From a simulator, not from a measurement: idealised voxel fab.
The process module presented herein is designated voxel plated lines.
Square cell edge 5 nm, section width 265 nm, ID cut.
Think of the cross-section as a grid of square cells. We describe it in bands, top to bottom, and each band covers one or more rows of those cells. The band entry comprises the height of the band's top followed by the height of its bottom, expressed in nm, and subsequently the band's materials from left to right, each stated together with its width in nm. Where a single material is marked with the word "throughout", that material fills the band from edge to edge. The word "air" represents empty space. Where do heights start? At 0: under that level the wafer as delivered is made of one material only. And the lowest band has no floor; it just carries on downward, as in "0..down". The two numbers in a width such as "30..40" mark its ends across the band: the first belongs to the top row of cells, the second to the bottom row, and from each row to the next the width moves by the same amount. No cell of the cross-section changed in a step that is given as "nothing got changed". Closed-off voids of 8+ cells (no open route to the top) go in "Enclosed voids", written width x height at distance from the left edge, in nm. Step line, after settings: the simulator's comment on this step. Among the settings permitted on a step's line is "overlay nm"; applied to a step with a mask, it specifies the extent to which the mask lay to the right of its planned position, whereas a negative figure signifies a position to the left.

The following list gives the planned process steps
1,RECEIVE (material Si)
2,CONFORMAL_DEP (material SiN; thk nm 10)
3,DIRECTIONAL_DEP (material TiN; thk nm 5)
4,PATTERN (tone open; mask id LINES; material resist; width nm 25; pitch nm 50; thk nm 15; overlay nm 0)
5,EPI (material Ru; thk nm 10)
6,STRIP (etch materials resist)
7,DIRECTIONAL_ETCH (etch materials TiN; depth nm 5)
8,CONFORMAL_DEP (material SiO2; thk nm 10)

The first of the two wafers, which ran as planned

Received-state cross-section, reflecting completion of step 1
* 0..down  Si throughout
* Enclosed voids: none

The wafer in cross-section once step 2 is complete
* 10..0  SiN throughout
* Below 0, the layers are the same as they were.

The wafer in cross-section once step 3 is complete
* 15..10  TiN throughout
* Below 10, the layers are the same as they were.

The wafer in cross-section once step 4 is complete
* 30..15  resist (70); air (25); resist (25); air (25); resist (25); air (25); resist (70)
* Below 15, the layers are the same as they were.

The wafer in cross-section once step 5 is complete
* 30..25  resist (70); air (25); resist (25); air (25); resist (25); air (25); resist (70)
* 25..15  resist (70); Ru (25); resist (25); Ru (25); resist (25); Ru (25); resist (70)
* Below 15, the layers are the same as they were.

The wafer in cross-section once step 6 is complete
* 25..15  air (70); Ru (25); air (25); Ru (25); air (25); Ru (25); air (70)
* Below 15, the layers are the same as they were.

The wafer in cross-section once step 7 is complete
* 25..15  air (70); Ru (25); air (25); Ru (25); air (25); Ru (25); air (70)
* 15..10  air (70); TiN (25); air (25); TiN (25); air (25); TiN (25); air (70)
* Below 10, the layers are the same as they were.

The wafer in cross-section once step 8 is complete
* 35..25  air (60); SiO2 (45); air (5); SiO2 (45); air (5); SiO2 (45); air (60)
* 25..20  air (60); SiO2 (10); Ru (25); SiO2 (10); air (5); SiO2 (10); Ru (25); SiO2 (10); air (5); SiO2 (10); Ru (25); SiO2 (10); air (60)
* 20..15  SiO2 (70); Ru (25); SiO2 (25); Ru (25); SiO2 (25); Ru (25); SiO2 (70)
* 15..10  SiO2 (70); TiN (25); SiO2 (25); TiN (25); SiO2 (25); TiN (25); SiO2 (70)
* Below 10, the layers are the same as they were.

Okay, second wafer. Nothing different at the start, nothing different in the plan, just one mistake somewhere in the running. As far as step 7, counting that step, it's the first wafer all over again

Second wafer cross-section, taken as of the time the plan sets for step 8 to be done: nothing got changed
Run error: the run left out plan step 8 entirely, so it was never executed
Final wafer comparison in cells, second versus first, more or fewer per material: -142 SiO2
